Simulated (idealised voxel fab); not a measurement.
Presented below is a process module, voxel fin reveal.
FYI the section here is cut, 190 nm wide, cells are 5 nm squares.
A cross-section is written here as square cells arranged in a grid, and it is given in bands from the top down, each band taking up one or more rows of cells.
Top, bottom (nm), then materials left to right with widths (nm); lone material tagged "everywhere" fills the whole band edge to edge; "blank" = empty space.
Heights are expressed relative to 0, this being the level below which the as-received wafer comprises one material exclusively. The lowest band is unbounded in the downward direction and is denoted as in "0 and below".
So if you see something like "30..40" for the width, read it as the top row of the band sitting at the first number and the bottom row at the second, with every row in between moving by the same amount as the last.
Step note "left unchanged" = no cross-section cell changed.
Listed in "Closed void roster": every empty space of 8 or more cells without an open way to the top. Form: width x height at distance, the distance being from the left edge, all in nm.
Read whatever lies past the settings on a step's line as the simulator's own remark about the step.
overlay nm: for a step with a mask, the amount by which the mask lay right of where it was planned; a negative amount means left of it.
Below is the list of planned process steps
step 1: RECEIVE, material Si
step 2: CONFORMAL_DEP, material SiN, thk nm 5
step 3: PATTERN, tone cover, mask id FINS, material resist, width nm 15, pitch nm 45, thk nm 20, overlay nm 0
step 4: DIRECTIONAL_ETCH, etch materials SiN, depth nm 5
step 5: DIRECTIONAL_ETCH, etch materials Si, depth nm 35
step 6: STRIP, etch materials resist
step 7: OXIDIZE, depth nm 5
step 8: FILL_DEP, material SiO2, thk nm 5
step 9: CMP, height nm 5
step 10: SELECTIVE_ETCH, etch materials SiO2, depth nm 15
step 11: STRIP, etch materials SiN
step 12: CONFORMAL_DEP, material SiO2, thk nm 5
This is the cross-section of the wafer as we received it, i.e. after step 1
  0 and below  Si everywhere
  Closed void roster: none
a wafer at the end: this start, this plan, one mistake
  5 down to 0  blank (20)  SiO2 (15)  blank (30)  SiO2 (15)  blank (30)  SiO2 (15)  blank (30)  SiO2 (15)  blank (20)
  0 down to -20  blank (20)  SiO2 (5)  Si (5)  SiO2 (5)  blank (30)  SiO2 (5)  Si (5)  SiO2 (5)  blank (30)  SiO2 (5)  Si (5)  SiO2 (5)  blank (30)  SiO2 (5)  Si (5)  SiO2 (5)  blank (20)
  -20 down to -40  SiO2 (25)  Si (5)  SiO2 (40)  Si (5)  SiO2 (40)  Si (5)  SiO2 (40)  Si (5)  SiO2 (25)
  -40 and below  Si everywhere
  Closed void roster: none
Misprocessing identified: plan step 10 was twice executed
